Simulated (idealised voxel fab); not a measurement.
process module | voxel transistor to metal
cross-section cut | 185 nm wide | cells 5 nm
A cross-section is a grid of square cells, given in bands from the top down. A band is one or more rows of cells.
Each band's line starts with the height of the band's top and of its bottom, in nm. Then come its materials from left to right, each with its width in nm. One material with "throughout" fills the band from edge to edge. "air" is empty space.
Height 0 is the level under which the wafer as received is all one material. The lowest band goes on downwards, as in "0 down".
A width such as "30 to 40" changes by the same amount from each row of cells to the next, from the band's top row to its bottom row.
"no change" after a step means that no cell of the cross-section changed.
closed voids: empty space of 8 cells or more with no open way to the top, each as width x height at its distance from the left edge, in nm
after a step's settings: what the simulator itself notes on the step
overlay nm, on a step with a mask: how far to the right of its planned place the mask lay; to the left if negative
plan
1 op RECEIVE | material Si
2 op OXIDIZE | depth nm 5
3 op CONFORMAL_DEP | material SiN | thk nm 10
4 op DIRECTIONAL_DEP | material aC | thk nm 10
5 op PATTERN | tone cover | mask id ACTIVE | material resist | width nm 120 | thk nm 25 | overlay nm 0
6 op DIRECTIONAL_ETCH | etch materials aC | depth nm 10
7 op STRIP | etch materials resist
8 op DIRECTIONAL_ETCH | etch materials SiN | depth nm 10
9 op DIRECTIONAL_ETCH | etch materials SiO2 | depth nm 5
10 op DIRECTIONAL_ETCH | etch materials Si | depth nm 20
11 op STRIP | etch materials aC
12 op OXIDIZE | depth nm 5
13 op FILL_DEP | material SiO2 | thk nm 5
14 op CMP | height nm 10
15 op SELECTIVE_ETCH | etch materials SiO2 | depth nm 5
16 op STRIP | etch materials SiN
17 op SELECTIVE_ETCH | etch materials SiO2 | depth nm 5
18 op OXIDIZE | depth nm 5
19 op DIRECTIONAL_DEP | material polySi | thk nm 25
20 op DIRECTIONAL_DEP | material SiCN | thk nm 10
21 op PATTERN | tone cover | mask id GATE | material resist | width nm 30 | thk nm 15 | overlay nm 0
22 op DIRECTIONAL_ETCH | etch materials SiCN | depth nm 20
23 op DIRECTIONAL_ETCH | etch materials polySi | depth nm 35
24 op STRIP | etch materials resist
25 op CONFORMAL_DEP | material SiO2 | thk nm 5
26 op DIRECTIONAL_ETCH | etch materials SiO2 | depth nm 5
27 op CONFORMAL_DEP | material SiN | thk nm 5
28 op DIRECTIONAL_ETCH | etch materials SiN | depth nm 5
29 op DIRECTIONAL_ETCH | etch materials SiO2 | depth nm 5
30 op DIRECTIONAL_ETCH | etch materials Si | depth nm 5
31 op EPI | material SiGe | thk nm 5
32 op FILL_DEP | material SiO2 | thk nm 5
33 op CMP | height nm 20
34 op STRIP | etch materials polySi
35 op SELECTIVE_ETCH | etch materials SiO2 | depth nm 5
36 op CONFORMAL_DEP | material HfO2 | thk nm 5
37 op CONFORMAL_DEP | material TiN | thk nm 5
38 op FILL_DEP | material W | thk nm 5
39 op CMP | height nm 15
40 op DIRECTIONAL_DEP | material SiO2 | thk nm 15
41 op PATTERN | tone open | mask id CONTACT | material resist | width nm 15 | pitch nm 85 | thk nm 15 | overlay nm 0
42 op DIRECTIONAL_ETCH | etch materials SiO2 | depth nm 40
43 op STRIP | etch materials resist
44 op CONFORMAL_DEP | material TiN | thk nm 5
45 op FILL_DEP | material Ru | thk nm 10
46 op CMP | height nm 30
47 op CONFORMAL_DEP | material SiN | thk nm 5
48 op DIRECTIONAL_DEP | material SiO2 | thk nm 25
49 op PATTERN | tone open | mask id METAL_1 | material resist | width nm 15 | pitch nm 85 | thk nm 20 | overlay nm 0
50 op DIRECTIONAL_ETCH | etch materials SiO2 | depth nm 25
51 op DIRECTIONAL_ETCH | etch materials SiN | depth nm 5
52 op STRIP | etch materials resist
53 op CONFORMAL_DEP | material TiN | thk nm 5
54 op FILL_DEP | material Cu | thk nm 10
55 op CMP | height nm 60
56 op CONFORMAL_DEP | material SiCN | thk nm 5
first wafer, as planned
as received, after step 1
  0 down: Si throughout
  closed voids: none
after step 2
  0 to -5: SiO2 throughout
  below -5: unchanged
after step 3
  10 to 0: SiN throughout
  below 0: unchanged
after step 4
  20 to 10: aC throughout
  below 10: unchanged
after step 5
  45 to 20: air 30 | resist 120 | air 35
  below 20: unchanged
after step 6
  35 to 20: air 30 | resist 120 | air 35
  20 to 10: air 30 | aC 120 | air 35
  below 10: unchanged
after step 7
  20 to 10: air 30 | aC 120 | air 35
  below 10: unchanged
after step 8
  20 to 10: air 30 | aC 120 | air 35
  10 to 0: air 30 | SiN 120 | air 35
  below 0: unchanged
after step 9
  20 to 10: air 30 | aC 120 | air 35
  10 to 0: air 30 | SiN 120 | air 35
  0 to -5: air 30 | SiO2 120 | air 35
  below -5: unchanged
after step 10
  20 to 10: air 30 | aC 120 | air 35
  10 to 0: air 30 | SiN 120 | air 35
  0 to -5: air 30 | SiO2 120 | air 35
  -5 to -25: air 30 | Si 120 | air 35
  below -25: unchanged
after step 11
  10 to 0: air 30 | SiN 120 | air 35
  below 0: unchanged
after step 12
  10 to 0: air 30 | SiN 120 | air 35
  0 to -5: air 30 | SiO2 120 | air 35
  -5 to -25: air 30 | SiO2 5 | Si 110 | SiO2 5 | air 35
  -25 to -30: SiO2 35 | Si 110 | SiO2 40
  below -30: unchanged
after step 13
  15 to 10: SiO2 throughout
  10 to 0: SiO2 30 | SiN 120 | SiO2 35
  0 to -5: SiO2 throughout
  -5 to -30: SiO2 35 | Si 110 | SiO2 40
  below -30: unchanged
after step 14
  10 to 0: SiO2 30 | SiN 120 | SiO2 35
  below 0: unchanged
after step 15
  10 to 5: air 30 | SiN 120 | air 35
  below 5: unchanged
after step 16
  5 to 0: SiO2 30 | air 120 | SiO2 35
  below 0: unchanged
after step 17
  0 to -5: SiO2 25 | air 130 | SiO2 30
  below -5: unchanged
after step 18
  0 to -5: SiO2 25 | air 130 | SiO2 30
  -5 to -10: SiO2 throughout
  below -10: unchanged
after step 19
  25 to 20: polySi 25 | air 130 | polySi 30
  20 to 0: polySi throughout
  0 to -5: SiO2 25 | polySi 130 | SiO2 30
  below -5: unchanged
after step 20
  35 to 30: SiCN 25 | air 130 | SiCN 30
  30 to 25: SiCN throughout
  25 to 20: polySi 25 | SiCN 130 | polySi 30
  below 20: unchanged
after step 21
  50 to 35: air 75 | resist 30 | air 80
  35 to 30: SiCN 25 | air 50 | resist 30 | air 50 | SiCN 30
  below 30: unchanged
after step 22
  50 to 30: air 75 | resist 30 | air 80
  30 to 25: air 75 | SiCN 30 | air 80
  25 to 20: polySi 25 | air 50 | SiCN 30 | air 50 | polySi 30
  below 20: unchanged
after step 23
  50 to 30: air 75 | resist 30 | air 80
  30 to 20: air 75 | SiCN 30 | air 80
  20 to 0: air 75 | polySi 30 | air 80
  0 to -5: SiO2 25 | air 50 | polySi 30 | air 50 | SiO2 30
  below -5: unchanged
after step 24
  30 to 20: air 75 | SiCN 30 | air 80
  below 20: unchanged
after step 25
  35 to 30: air 70 | SiO2 40 | air 75
  30 to 20: air 70 | SiO2 5 | SiCN 30 | SiO2 5 | air 75
  20 to 5: air 70 | SiO2 5 | polySi 30 | SiO2 5 | air 75
  5 to 0: SiO2 30 | air 40 | SiO2 5 | polySi 30 | SiO2 5 | air 40 | SiO2 35
  0 to -5: SiO2 75 | polySi 30 | SiO2 80
  below -5: unchanged
after step 26
  30 to 20: air 70 | SiO2 5 | SiCN 30 | SiO2 5 | air 75
  20 to 0: air 70 | SiO2 5 | polySi 30 | SiO2 5 | air 75
  0 to -5: SiO2 30 | air 40 | SiO2 5 | polySi 30 | SiO2 5 | air 40 | SiO2 35
  below -5: unchanged
after step 27
  35 to 30: air 65 | SiN 50 | air 70
  30 to 20: air 65 | SiN 5 | SiO2 5 | SiCN 30 | SiO2 5 | SiN 5 | air 70
  20 to 5: air 65 | SiN 5 | SiO2 5 | polySi 30 | SiO2 5 | SiN 5 | air 70
  5 to 0: SiN 35 | air 30 | SiN 5 | SiO2 5 | polySi 30 | SiO2 5 | SiN 5 | air 30 | SiN 40
  0 to -5: SiO2 30 | SiN 40 | SiO2 5 | polySi 30 | SiO2 5 | SiN 40 | SiO2 35
  below -5: unchanged
after step 28
  30 to 20: air 65 | SiN 5 | SiO2 5 | SiCN 30 | SiO2 5 | SiN 5 | air 70
  20 to 0: air 65 | SiN 5 | SiO2 5 | polySi 30 | SiO2 5 | SiN 5 | air 70
  0 to -5: SiO2 30 | SiN 5 | air 30 | SiN 5 | SiO2 5 | polySi 30 | SiO2 5 | SiN 5 | air 30 | SiN 5 | SiO2 35
  below -5: unchanged
after step 29
  30 to 25: air 65 | SiN 5 | air 5 | SiCN 30 | air 5 | SiN 5 | air 70
  25 to 20: air 65 | SiN 5 | SiO2 5 | SiCN 30 | SiO2 5 | SiN 5 | air 70
  20 to 0: air 65 | SiN 5 | SiO2 5 | polySi 30 | SiO2 5 | SiN 5 | air 70
  0 to -5: air 30 | SiN 5 | air 30 | SiN 5 | SiO2 5 | polySi 30 | SiO2 5 | SiN 5 | air 30 | SiN 5 | air 35
  -5 to -10: SiO2 35 | air 30 | SiO2 50 | air 30 | SiO2 40
  below -10: unchanged
after step 30
  30 to 25: air 65 | SiN 5 | air 5 | SiCN 30 | air 5 | SiN 5 | air 70
  25 to 20: air 65 | SiN 5 | SiO2 5 | SiCN 30 | SiO2 5 | SiN 5 | air 70
  20 to 0: air 65 | SiN 5 | SiO2 5 | polySi 30 | SiO2 5 | SiN 5 | air 70
  0 to -5: air 30 | SiN 5 | air 30 | SiN 5 | SiO2 5 | polySi 30 | SiO2 5 | SiN 5 | air 30 | SiN 5 | air 35
  -5 to -10: SiO2 35 | air 30 | SiO2 50 | air 30 | SiO2 40
  -10 to -15: SiO2 35 | air 30 | Si 50 | air 30 | SiO2 40
  below -15: unchanged
after step 31
  30 to 25: air 65 | SiN 5 | air 5 | SiCN 30 | air 5 | SiN 5 | air 70
  25 to 20: air 65 | SiN 5 | SiO2 5 | SiCN 30 | SiO2 5 | SiN 5 | air 70
  20 to 0: air 65 | SiN 5 | SiO2 5 | polySi 30 | SiO2 5 | SiN 5 | air 70
  0 to -5: air 30 | SiN 5 | air 30 | SiN 5 | SiO2 5 | polySi 30 | SiO2 5 | SiN 5 | air 30 | SiN 5 | air 35
  -5 to -10: SiO2 35 | air 25 | SiGe 5 | SiO2 50 | SiGe 5 | air 25 | SiO2 40
  -10 to -15: SiO2 35 | SiGe 30 | Si 50 | SiGe 30 | SiO2 40
  below -15: unchanged
after step 32
  35 to 30: SiO2 throughout
  30 to 20: SiO2 65 | SiN 5 | SiO2 5 | SiCN 30 | SiO2 5 | SiN 5 | SiO2 70
  20 to 0: SiO2 65 | SiN 5 | SiO2 5 | polySi 30 | SiO2 5 | SiN 5 | SiO2 70
  0 to -5: SiO2 30 | SiN 5 | SiO2 30 | SiN 5 | SiO2 5 | polySi 30 | SiO2 5 | SiN 5 | SiO2 30 | SiN 5 | SiO2 35
  -5 to -10: SiO2 60 | SiGe 5 | SiO2 50 | SiGe 5 | SiO2 65
  below -10: unchanged
after step 33
  20 to 0: SiO2 65 | SiN 5 | SiO2 5 | polySi 30 | SiO2 5 | SiN 5 | SiO2 70
  below 0: unchanged
after step 34
  20 to 0: SiO2 65 | SiN 5 | SiO2 5 | air 30 | SiO2 5 | SiN 5 | SiO2 70
  0 to -5: SiO2 30 | SiN 5 | SiO2 30 | SiN 5 | SiO2 5 | air 30 | SiO2 5 | SiN 5 | SiO2 30 | SiN 5 | SiO2 35
  below -5: unchanged
after step 35
  20 to 15: air 65 | SiN 5 | air 40 | SiN 5 | air 70
  15 to 0: SiO2 65 | SiN 5 | air 40 | SiN 5 | SiO2 70
  0 to -5: SiO2 30 | SiN 5 | SiO2 30 | SiN 5 | air 40 | SiN 5 | SiO2 30 | SiN 5 | SiO2 35
  -5 to -10: SiO2 60 | SiGe 5 | SiO2 5 | air 40 | SiO2 5 | SiGe 5 | SiO2 65
  below -10: unchanged
after step 36
  25 to 20: air 60 | HfO2 15 | air 30 | HfO2 15 | air 65
  20 to 15: HfO2 65 | SiN 5 | HfO2 5 | air 30 | HfO2 5 | SiN 5 | HfO2 70
  15 to 0: SiO2 65 | SiN 5 | HfO2 5 | air 30 | HfO2 5 | SiN 5 | SiO2 70
  0 to -5: SiO2 30 | SiN 5 | SiO2 30 | SiN 5 | HfO2 5 | air 30 | HfO2 5 | SiN 5 | SiO2 30 | SiN 5 | SiO2 35
  -5 to -10: SiO2 60 | SiGe 5 | SiO2 5 | HfO2 40 | SiO2 5 | SiGe 5 | SiO2 65
  below -10: unchanged
after step 37
  30 to 25: air 55 | TiN 25 | air 20 | TiN 25 | air 60
  25 to 20: TiN 60 | HfO2 15 | TiN 5 | air 20 | TiN 5 | HfO2 15 | TiN 65
  20 to 15: HfO2 65 | SiN 5 | HfO2 5 | TiN 5 | air 20 | TiN 5 | HfO2 5 | SiN 5 | HfO2 70
  15 to 0: SiO2 65 | SiN 5 | HfO2 5 | TiN 5 | air 20 | TiN 5 | HfO2 5 | SiN 5 | SiO2 70
  0 to -5: SiO2 30 | SiN 5 | SiO2 30 | SiN 5 | HfO2 5 | TiN 30 | HfO2 5 | SiN 5 | SiO2 30 | SiN 5 | SiO2 35
  below -5: unchanged
after step 38
  35 to 30: W throughout
  30 to 25: W 55 | TiN 25 | W 20 | TiN 25 | W 60
  25 to 20: TiN 60 | HfO2 15 | TiN 5 | W 20 | TiN 5 | HfO2 15 | TiN 65
  20 to 15: HfO2 65 | SiN 5 | HfO2 5 | TiN 5 | W 20 | TiN 5 | HfO2 5 | SiN 5 | HfO2 70
  15 to 0: SiO2 65 | SiN 5 | HfO2 5 | TiN 5 | W 20 | TiN 5 | HfO2 5 | SiN 5 | SiO2 70
  below 0: unchanged
after step 39
  15 to 0: SiO2 65 | SiN 5 | HfO2 5 | TiN 5 | W 20 | TiN 5 | HfO2 5 | SiN 5 | SiO2 70
  below 0: unchanged
after step 40
  30 to 15: SiO2 throughout
  below 15: unchanged
after step 41
  45 to 30: resist 40 | air 15 | resist 70 | air 15 | resist 45
  below 30: unchanged
after step 42
  45 to 30: resist 40 | air 15 | resist 70 | air 15 | resist 45
  30 to 15: SiO2 40 | air 15 | SiO2 70 | air 15 | SiO2 45
  15 to 0: SiO2 40 | air 15 | SiO2 10 | SiN 5 | HfO2 5 | TiN 5 | W 20 | TiN 5 | HfO2 5 | SiN 5 | SiO2 10 | air 15 | SiO2 45
  0 to -5: SiO2 30 | SiN 5 | SiO2 5 | air 15 | SiO2 10 | SiN 5 | HfO2 5 | TiN 30 | HfO2 5 | SiN 5 | SiO2 10 | air 15 | SiO2 5 | SiN 5 | SiO2 35
  -5 to -10: SiO2 40 | air 15 | SiO2 5 | SiGe 5 | SiO2 5 | HfO2 40 | SiO2 5 | SiGe 5 | SiO2 5 | air 15 | SiO2 45
  below -10: unchanged
after step 43
  30 to 15: SiO2 40 | air 15 | SiO2 70 | air 15 | SiO2 45
  below 15: unchanged
after step 44
  35 to 30: TiN 45 | air 5 | TiN 80 | air 5 | TiN 50
  30 to 15: SiO2 40 | TiN 5 | air 5 | TiN 5 | SiO2 70 | TiN 5 | air 5 | TiN 5 | SiO2 45
  15 to 0: SiO2 40 | TiN 5 | air 5 | TiN 5 | SiO2 10 | SiN 5 | HfO2 5 | TiN 5 | W 20 | TiN 5 | HfO2 5 | SiN 5 | SiO2 10 | TiN 5 | air 5 | TiN 5 | SiO2 45
  0 to -5: SiO2 30 | SiN 5 | SiO2 5 | TiN 5 | air 5 | TiN 5 | SiO2 10 | SiN 5 | HfO2 5 | TiN 30 | HfO2 5 | SiN 5 | SiO2 10 | TiN 5 | air 5 | TiN 5 | SiO2 5 | SiN 5 | SiO2 35
  -5 to -10: SiO2 40 | TiN 15 | SiO2 5 | SiGe 5 | SiO2 5 | HfO2 40 | SiO2 5 | SiGe 5 | SiO2 5 | TiN 15 | SiO2 45
  below -10: unchanged
after step 45
  45 to 35: Ru throughout
  35 to 30: TiN 45 | Ru 5 | TiN 80 | Ru 5 | TiN 50
  30 to 15: SiO2 40 | TiN 5 | Ru 5 | TiN 5 | SiO2 70 | TiN 5 | Ru 5 | TiN 5 | SiO2 45
  15 to 0: SiO2 40 | TiN 5 | Ru 5 | TiN 5 | SiO2 10 | SiN 5 | HfO2 5 | TiN 5 | W 20 | TiN 5 | HfO2 5 | SiN 5 | SiO2 10 | TiN 5 | Ru 5 | TiN 5 | SiO2 45
  0 to -5: SiO2 30 | SiN 5 | SiO2 5 | TiN 5 | Ru 5 | TiN 5 | SiO2 10 | SiN 5 | HfO2 5 | TiN 30 | HfO2 5 | SiN 5 | SiO2 10 | TiN 5 | Ru 5 | TiN 5 | SiO2 5 | SiN 5 | SiO2 35
  below -5: unchanged
after step 46
  30 to 15: SiO2 40 | TiN 5 | Ru 5 | TiN 5 | SiO2 70 | TiN 5 | Ru 5 | TiN 5 | SiO2 45
  below 15: unchanged
after step 47
  35 to 30: SiN throughout
  below 30: unchanged
after step 48
  60 to 35: SiO2 throughout
  below 35: unchanged
after step 49
  80 to 60: resist 40 | air 15 | resist 70 | air 15 | resist 45
  below 60: unchanged
after step 50
  80 to 60: resist 40 | air 15 | resist 70 | air 15 | resist 45
  60 to 35: SiO2 40 | air 15 | SiO2 70 | air 15 | SiO2 45
  below 35: unchanged
after step 51
  80 to 60: resist 40 | air 15 | resist 70 | air 15 | resist 45
  60 to 35: SiO2 40 | air 15 | SiO2 70 | air 15 | SiO2 45
  35 to 30: SiN 40 | air 15 | SiN 70 | air 15 | SiN 45
  below 30: unchanged
after step 52
  60 to 35: SiO2 40 | air 15 | SiO2 70 | air 15 | SiO2 45
  below 35: unchanged
after step 53
  65 to 60: TiN 45 | air 5 | TiN 80 | air 5 | TiN 50
  60 to 35: SiO2 40 | TiN 5 | air 5 | TiN 5 | SiO2 70 | TiN 5 | air 5 | TiN 5 | SiO2 45
  35 to 30: SiN 40 | TiN 15 | SiN 70 | TiN 15 | SiN 45
  below 30: unchanged
after step 54
  75 to 65: Cu throughout
  65 to 60: TiN 45 | Cu 5 | TiN 80 | Cu 5 | TiN 50
  60 to 35: SiO2 40 | TiN 5 | Cu 5 | TiN 5 | SiO2 70 | TiN 5 | Cu 5 | TiN 5 | SiO2 45
  below 35: unchanged
after step 55
  60 to 35: SiO2 40 | TiN 5 | Cu 5 | TiN 5 | SiO2 70 | TiN 5 | Cu 5 | TiN 5 | SiO2 45
  below 35: unchanged
after step 56
  65 to 60: SiCN throughout
  below 60: unchanged
second wafer: like start, like plan, one mistake. Through step 40 it matches the first wafer
when step 41 should have ended
  45 to 30: resist 35 | air 25 | resist 60 | air 25 | resist 40
  below 30: unchanged
when step 42 should have ended
  45 to 30: resist 35 | air 25 | resist 60 | air 25 | resist 40
  30 to 15: SiO2 35 | air 25 | SiO2 60 | air 25 | SiO2 40
  15 to 0: SiO2 35 | air 25 | SiO2 5 | SiN 5 | HfO2 5 | TiN 5 | W 20 | TiN 5 | HfO2 5 | SiN 5 | SiO2 5 | air 25 | SiO2 40
  0 to -5: SiO2 30 | SiN 5 | air 25 | SiO2 5 | SiN 5 | HfO2 5 | TiN 30 | HfO2 5 | SiN 5 | SiO2 5 | air 25 | SiN 5 | SiO2 35
  -5 to -10: SiO2 35 | air 25 | SiGe 5 | SiO2 5 | HfO2 40 | SiO2 5 | SiGe 5 | air 25 | SiO2 40
  below -10: unchanged
when step 43 should have ended
  30 to 15: SiO2 35 | air 25 | SiO2 60 | air 25 | SiO2 40
  below 15: unchanged
when step 44 should have ended
  35 to 30: TiN 40 | air 15 | TiN 70 | air 15 | TiN 45
  30 to 15: SiO2 35 | TiN 5 | air 15 | TiN 5 | SiO2 60 | TiN 5 | air 15 | TiN 5 | SiO2 40
  15 to 0: SiO2 35 | TiN 5 | air 15 | TiN 5 | SiO2 5 | SiN 5 | HfO2 5 | TiN 5 | W 20 | TiN 5 | HfO2 5 | SiN 5 | SiO2 5 | TiN 5 | air 15 | TiN 5 | SiO2 40
  0 to -5: SiO2 30 | SiN 5 | TiN 5 | air 15 | TiN 5 | SiO2 5 | SiN 5 | HfO2 5 | TiN 30 | HfO2 5 | SiN 5 | SiO2 5 | TiN 5 | air 15 | TiN 5 | SiN 5 | SiO2 35
  -5 to -10: SiO2 35 | TiN 25 | SiGe 5 | SiO2 5 | HfO2 40 | SiO2 5 | SiGe 5 | TiN 25 | SiO2 40
  below -10: unchanged
when step 45 should have ended
  45 to 35: Ru throughout
  35 to 30: TiN 40 | Ru 15 | TiN 70 | Ru 15 | TiN 45
  30 to 15: SiO2 35 | TiN 5 | Ru 15 | TiN 5 | SiO2 60 | TiN 5 | Ru 15 | TiN 5 | SiO2 40
  15 to 0: SiO2 35 | TiN 5 | Ru 15 | TiN 5 | SiO2 5 | SiN 5 | HfO2 5 | TiN 5 | W 20 | TiN 5 | HfO2 5 | SiN 5 | SiO2 5 | TiN 5 | Ru 15 | TiN 5 | SiO2 40
  0 to -5: SiO2 30 | SiN 5 | TiN 5 | Ru 15 | TiN 5 | SiO2 5 | SiN 5 | HfO2 5 | TiN 30 | HfO2 5 | SiN 5 | SiO2 5 | TiN 5 | Ru 15 | TiN 5 | SiN 5 | SiO2 35
  below -5: unchanged
when step 46 should have ended
  30 to 15: SiO2 35 | TiN 5 | Ru 15 | TiN 5 | SiO2 60 | TiN 5 | Ru 15 | TiN 5 | SiO2 40
  below 15: unchanged
when step 47 should have ended
  35 to 30: SiN throughout
  below 30: unchanged
when step 48 should have ended
  60 to 35: SiO2 throughout
  below 35: unchanged
when step 49 should have ended
  80 to 60: resist 40 | air 15 | resist 70 | air 15 | resist 45
  below 60: unchanged
when step 50 should have ended
  80 to 60: resist 40 | air 15 | resist 70 | air 15 | resist 45
  60 to 35: SiO2 40 | air 15 | SiO2 70 | air 15 | SiO2 45
  below 35: unchanged
when step 51 should have ended
  80 to 60: resist 40 | air 15 | resist 70 | air 15 | resist 45
  60 to 35: SiO2 40 | air 15 | SiO2 70 | air 15 | SiO2 45
  35 to 30: SiN 40 | air 15 | SiN 70 | air 15 | SiN 45
  below 30: unchanged
when step 52 should have ended
  60 to 35: SiO2 40 | air 15 | SiO2 70 | air 15 | SiO2 45
  below 35: unchanged
when step 53 should have ended
  65 to 60: TiN 45 | air 5 | TiN 80 | air 5 | TiN 50
  60 to 35: SiO2 40 | TiN 5 | air 5 | TiN 5 | SiO2 70 | TiN 5 | air 5 | TiN 5 | SiO2 45
  35 to 30: SiN 40 | TiN 15 | SiN 70 | TiN 15 | SiN 45
  below 30: unchanged
when step 54 should have ended
  75 to 65: Cu throughout
  65 to 60: TiN 45 | Cu 5 | TiN 80 | Cu 5 | TiN 50
  60 to 35: SiO2 40 | TiN 5 | Cu 5 | TiN 5 | SiO2 70 | TiN 5 | Cu 5 | TiN 5 | SiO2 45
  below 35: unchanged
when step 55 should have ended
  60 to 35: SiO2 40 | TiN 5 | Cu 5 | TiN 5 | SiO2 70 | TiN 5 | Cu 5 | TiN 5 | SiO2 45
  below 35: unchanged
when step 56 should have ended
  65 to 60: SiCN throughout
  below 60: unchanged
what went wrong: step 41 ran as: op PATTERN | tone open | mask id CONTACT | material resist | width nm 25 | pitch nm 85 | thk nm 15 | overlay nm 0
at the end the second wafer has, in cells: 28 more of Ru | 32 fewer of SiO2 | 4 more of TiN
